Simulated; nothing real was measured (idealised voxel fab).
process module | voxel double patterning
cross-section cut | 260 nm wide | cells 5 nm
A cross-section is a grid of square cells, given in bands from the top down. A band is one or more rows of cells.
Each band's line starts with the height of the band's top and of its bottom, in nm. Then come its materials from left to right, each with its width in nm. One material with "throughout" fills the band from edge to edge. "air" is empty space.
Height 0 is the level under which the wafer as received is all one material. The lowest band goes on downwards, as in "0 down".
A width such as "30 to 40" changes by the same amount from each row of cells to the next, from the band's top row to its bottom row.
"no change" after a step means that no cell of the cross-section changed.
closed voids: empty space of 8 cells or more with no open way to the top, each as width x height at its distance from the left edge, in nm
after a step's settings: what the simulator itself notes on the step
overlay nm, on a step with a mask: how far to the right of its planned place the mask lay; to the left if negative
plan
1 op RECEIVE | material Si
2 op CONFORMAL_DEP | material SiO2 | thk nm 5
3 op DIRECTIONAL_DEP | material polySi | thk nm 20
4 op DIRECTIONAL_DEP | material SiN | thk nm 5
5 op PATTERN | tone open | mask id FIRST | material resist | width nm 15 | pitch nm 50 | thk nm 20 | overlay nm 0
6 op DIRECTIONAL_ETCH | etch materials SiN | depth nm 5
7 op STRIP | etch materials resist
8 op MASKED_ETCH | tone open | mask id SECOND | width nm 15 | pitch nm 50 | etch materials SiN | depth nm 5 | overlay nm 0
9 op DIRECTIONAL_ETCH | etch materials polySi | depth nm 20
10 op STRIP | etch materials SiN
as received, after step 1
  0 down: Si throughout
  closed voids: none
a wafer at the end: this start, this plan, one mistake
  25 to 20: SiO2 throughout
  20 to 0: polySi throughout
  0 down: Si throughout
  closed voids: none
what went wrong: steps 2 and 3 were swapped
